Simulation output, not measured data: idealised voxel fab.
The following is a process module called voxel self aligned contacts.
Square cells of 5 nm make up the cross-section cut, whose width is 225 nm.
A cross-section in this document is a grid of square cells, and it is written down as bands, the top band listed before the ones below it; a band is made up of one or more rows of cells.
Top, bottom (nm), then materials left to right with widths (nm); lone material tagged "full width" fills the whole band edge to edge; "blank" = empty space.
Where do heights start? At 0: under that level the wafer as delivered is made of one material only. And the lowest band has no floor; it just carries on downward, as in "0 nm and below".
A width given as "30..40" starts at the first number in the band's top row and ends at the second number in its bottom row, shifting by an equal amount at every step from row to row.
Key: "nothing was modified" - step with no changed cell in the cross-section.
Voids not open to the top, 8 cells minimum: see "Entrapped void list". Written width x height at distance; distance is from the left edge; nm.
Whatever follows a step's settings on its line is a remark the simulator itself makes about that step.
Steps that use a mask can have "overlay nm" on their line. It says how far the mask sat to the right of where it was meant to be. Negative means to the left.

Intended process steps:
step 1: RECEIVE: material Si
step 2: CONFORMAL_DEP: material SiO2, thk nm 5
step 3: DIRECTIONAL_DEP: material polySi, thk nm 20
step 4: DIRECTIONAL_DEP: material SiN, thk nm 20
step 5: DIRECTIONAL_DEP: material aC, thk nm 15
step 6: PATTERN: tone cover, mask id GATE, material resist, width nm 35, pitch nm 75, thk nm 35, overlay nm 0
step 7: DIRECTIONAL_ETCH: etch materials aC, depth nm 15
step 8: STRIP: etch materials resist
step 9: DIRECTIONAL_ETCH: etch materials SiN, depth nm 20
step 10: DIRECTIONAL_ETCH: etch materials polySi, depth nm 20
step 11: STRIP: etch materials aC
step 12: CONFORMAL_DEP: material SiN, thk nm 10
step 13: DIRECTIONAL_ETCH: etch materials SiN, depth nm 10
step 14: FILL_DEP: material SiO2, thk nm 15
step 15: CMP: height nm 55
step 16: PATTERN: tone open, mask id CONTACT, material resist, width nm 50, thk nm 20, overlay nm 0
step 17: DIRECTIONAL_ETCH: etch materials SiO2, depth nm 55
step 18: STRIP: etch materials resist
step 19: CONFORMAL_DEP: material TiN, thk nm 5
step 20: FILL_DEP: material W, thk nm 10
step 21: CMP: height nm 55
step 22: CONFORMAL_DEP: material SiCN, thk nm 5

Of two wafers, the first: run according to plan:

So this is the incoming wafer in cross-section - it's already been through step 1:
    0 nm and below = Si full width
    Entrapped void list: none

After step 2: wafer cross-section:
    5 nm to 0 nm = SiO2 full width
    Whatever lies below 0 is exactly as it was before.

After step 3: wafer cross-section:
    25 nm to 5 nm = polySi full width
    Whatever lies below 5 is exactly as it was before.

After step 4: wafer cross-section:
    45 nm to 25 nm = SiN full width
    Whatever lies below 25 is exactly as it was before.

After step 5: wafer cross-section:
    60 nm to 45 nm = aC full width
    Whatever lies below 45 is exactly as it was before.

After step 6: wafer cross-section:
    95 nm to 60 nm = blank (55) / resist (35) / blank (40) / resist (35) / blank (60)
    Whatever lies below 60 is exactly as it was before.

After step 7: wafer cross-section:
    80 nm to 60 nm = blank (55) / resist (35) / blank (40) / resist (35) / blank (60)
    60 nm to 45 nm = blank (55) / aC (35) / blank (40) / aC (35) / blank (60)
    Whatever lies below 45 is exactly as it was before.

After step 8: wafer cross-section:
    60 nm to 45 nm = blank (55) / aC (35) / blank (40) / aC (35) / blank (60)
    Whatever lies below 45 is exactly as it was before.

After step 9: wafer cross-section:
    60 nm to 45 nm = blank (55) / aC (35) / blank (40) / aC (35) / blank (60)
    45 nm to 25 nm = blank (55) / SiN (35) / blank (40) / SiN (35) / blank (60)
    Whatever lies below 25 is exactly as it was before.

After step 10: wafer cross-section:
    60 nm to 45 nm = blank (55) / aC (35) / blank (40) / aC (35) / blank (60)
    45 nm to 25 nm = blank (55) / SiN (35) / blank (40) / SiN (35) / blank (60)
    25 nm to 5 nm = blank (55) / polySi (35) / blank (40) / polySi (35) / blank (60)
    Whatever lies below 5 is exactly as it was before.

After step 11: wafer cross-section:
    45 nm to 25 nm = blank (55) / SiN (35) / blank (40) / SiN (35) / blank (60)
    Whatever lies below 25 is exactly as it was before.

After step 12: wafer cross-section:
    55 nm to 25 nm = blank (45) / SiN (55) / blank (20) / SiN (55) / blank (50)
    25 nm to 15 nm = blank (45) / SiN (10) / polySi (35) / SiN (10) / blank (20) / SiN (10) / polySi (35) / SiN (10) / blank (50)
    15 nm to 5 nm = SiN (55) / polySi (35) / SiN (40) / polySi (35) / SiN (60)
    Whatever lies below 5 is exactly as it was before.

After step 13: wafer cross-section:
    45 nm to 25 nm = blank (45) / SiN (55) / blank (20) / SiN (55) / blank (50)
    25 nm to 5 nm = blank (45) / SiN (10) / polySi (35) / SiN (10) / blank (20) / SiN (10) / polySi (35) / SiN (10) / blank (50)
    Whatever lies below 5 is exactly as it was before.

After step 14: wafer cross-section:
    60 nm to 45 nm = SiO2 full width
    45 nm to 25 nm = SiO2 (45) / SiN (55) / SiO2 (20) / SiN (55) / SiO2 (50)
    25 nm to 5 nm = SiO2 (45) / SiN (10) / polySi (35) / SiN (10) / SiO2 (20) / SiN (10) / polySi (35) / SiN (10) / SiO2 (50)
    Whatever lies below 5 is exactly as it was before.

After step 15: wafer cross-section:
    55 nm to 45 nm = SiO2 full width
    Whatever lies below 45 is exactly as it was before.

After step 16: wafer cross-section:
    75 nm to 55 nm = resist (85) / blank (50) / resist (90)
    Whatever lies below 55 is exactly as it was before.

After step 17: wafer cross-section:
    75 nm to 55 nm = resist (85) / blank (50) / resist (90)
    55 nm to 45 nm = SiO2 (85) / blank (50) / SiO2 (90)
    45 nm to 25 nm = SiO2 (45) / SiN (55) / blank (20) / SiN (55) / SiO2 (50)
    25 nm to 5 nm = SiO2 (45) / SiN (10) / polySi (35) / SiN (10) / blank (20) / SiN (10) / polySi (35) / SiN (10) / SiO2 (50)
    5 nm to 0 nm = SiO2 (100) / blank (20) / SiO2 (105)
    Whatever lies below 0 is exactly as it was before.

After step 18: wafer cross-section:
    55 nm to 45 nm = SiO2 (85) / blank (50) / SiO2 (90)
    Whatever lies below 45 is exactly as it was before.

After step 19: wafer cross-section:
    60 nm to 55 nm = TiN (90) / blank (40) / TiN (95)
    55 nm to 45 nm = SiO2 (85) / TiN (5..20) / blank (40..10) / TiN (5..20) / SiO2 (90)
    45 nm to 25 nm = SiO2 (45) / SiN (55) / TiN (5) / blank (10) / TiN (5) / SiN (55) / SiO2 (50)
    25 nm to 5 nm = SiO2 (45) / SiN (10) / polySi (35) / SiN (10) / TiN (5) / blank (10) / TiN (5) / SiN (10) / polySi (35) / SiN (10) / SiO2 (50)
    5 nm to 0 nm = SiO2 (100) / TiN (20) / SiO2 (105)
    Whatever lies below 0 is exactly as it was before.

After step 20: wafer cross-section:
    70 nm to 60 nm = W full width
    60 nm to 55 nm = TiN (90) / W (40) / TiN (95)
    55 nm to 45 nm = SiO2 (85) / TiN (5..20) / W (40..10) / TiN (5..20) / SiO2 (90)
    45 nm to 25 nm = SiO2 (45) / SiN (55) / TiN (5) / W (10) / TiN (5) / SiN (55) / SiO2 (50)
    25 nm to 5 nm = SiO2 (45) / SiN (10) / polySi (35) / SiN (10) / TiN (5) / W (10) / TiN (5) / SiN (10) / polySi (35) / SiN (10) / SiO2 (50)
    Whatever lies below 5 is exactly as it was before.

After step 21: wafer cross-section:
    55 nm to 45 nm = SiO2 (85) / TiN (5..20) / W (40..10) / TiN (5..20) / SiO2 (90)
    Whatever lies below 45 is exactly as it was before.

After step 22: wafer cross-section:
    60 nm to 55 nm = SiCN full width
    Whatever lies below 55 is exactly as it was before.

What follows concerns the second wafer, which started out like the first and was meant to follow the very same plan; one mistake crept in when it was run, but everything up to and including step 8 is the same as for the first wafer:

Second wafer: cross-section at the scheduled end of step 9:
    60 nm to 45 nm = blank (55) / aC (35) / blank (40) / aC (35) / blank (60)
    45 nm to 35 nm = blank (55) / SiN (35) / blank (40) / SiN (35) / blank (60)
    Whatever lies below 35 is exactly as it was before.

Second wafer: cross-section at the scheduled end of step 10: nothing was modified

Second wafer: cross-section at the scheduled end of step 11:
    45 nm to 35 nm = blank (55) / SiN (35) / blank (40) / SiN (35) / blank (60)
    Whatever lies below 35 is exactly as it was before.

Second wafer: cross-section at the scheduled end of step 12:
    55 nm to 45 nm = blank (45) / SiN (55) / blank (20) / SiN (55) / blank (50)
    45 nm to 25 nm = SiN full width
    Whatever lies below 25 is exactly as it was before.

Second wafer: cross-section at the scheduled end of step 13:
    45 nm to 35 nm = blank (45) / SiN (55) / blank (20) / SiN (55) / blank (50)
    Whatever lies below 35 is exactly as it was before.

Second wafer: cross-section at the scheduled end of step 14:
    60 nm to 45 nm = SiO2 full width
    45 nm to 35 nm = SiO2 (45) / SiN (55) / SiO2 (20) / SiN (55) / SiO2 (50)
    Whatever lies below 35 is exactly as it was before.

Second wafer: cross-section at the scheduled end of step 15:
    55 nm to 45 nm = SiO2 full width
    Whatever lies below 45 is exactly as it was before.

Second wafer: cross-section at the scheduled end of step 16:
    75 nm to 55 nm = resist (85) / blank (50) / resist (90)
    Whatever lies below 55 is exactly as it was before.

Second wafer: cross-section at the scheduled end of step 17:
    75 nm to 55 nm = resist (85) / blank (50) / resist (90)
    55 nm to 45 nm = SiO2 (85) / blank (50) / SiO2 (90)
    45 nm to 35 nm = SiO2 (45) / SiN (55) / blank (20) / SiN (55) / SiO2 (50)
    Whatever lies below 35 is exactly as it was before.

Second wafer: cross-section at the scheduled end of step 18:
    55 nm to 45 nm = SiO2 (85) / blank (50) / SiO2 (90)
    Whatever lies below 45 is exactly as it was before.

Second wafer: cross-section at the scheduled end of step 19:
    60 nm to 55 nm = TiN (90) / blank (40) / TiN (95)
    55 nm to 45 nm = SiO2 (85) / TiN (5..20) / blank (40..10) / TiN (5..20) / SiO2 (90)
    45 nm to 40 nm = SiO2 (45) / SiN (55) / TiN (5) / blank (10) / TiN (5) / SiN (55) / SiO2 (50)
    40 nm to 35 nm = SiO2 (45) / SiN (55) / TiN (20) / SiN (55) / SiO2 (50)
    Whatever lies below 35 is exactly as it was before.

Second wafer: cross-section at the scheduled end of step 20:
    70 nm to 60 nm = W full width
    60 nm to 55 nm = TiN (90) / W (40) / TiN (95)
    55 nm to 45 nm = SiO2 (85) / TiN (5..20) / W (40..10) / TiN (5..20) / SiO2 (90)
    45 nm to 40 nm = SiO2 (45) / SiN (55) / TiN (5) / W (10) / TiN (5) / SiN (55) / SiO2 (50)
    Whatever lies below 40 is exactly as it was before.

Second wafer: cross-section at the scheduled end of step 21:
    55 nm to 45 nm = SiO2 (85) / TiN (5..20) / W (40..10) / TiN (5..20) / SiO2 (90)
    Whatever lies below 45 is exactly as it was before.

Second wafer: cross-section at the scheduled end of step 22:
    60 nm to 55 nm = SiCN full width
    Whatever lies below 55 is exactly as it was before.
What was done differently from what was planned? step 9 ran differently from the plan; actual operation with settings: DIRECTIONAL_ETCH: etch materials SiN, depth nm 10
End check, counted in cells, second wafer has more or fewer of these materials than the first: 14 more of SiN; 110 fewer of SiO2; 14 fewer of TiN; 14 fewer of W; 124 more of polySi
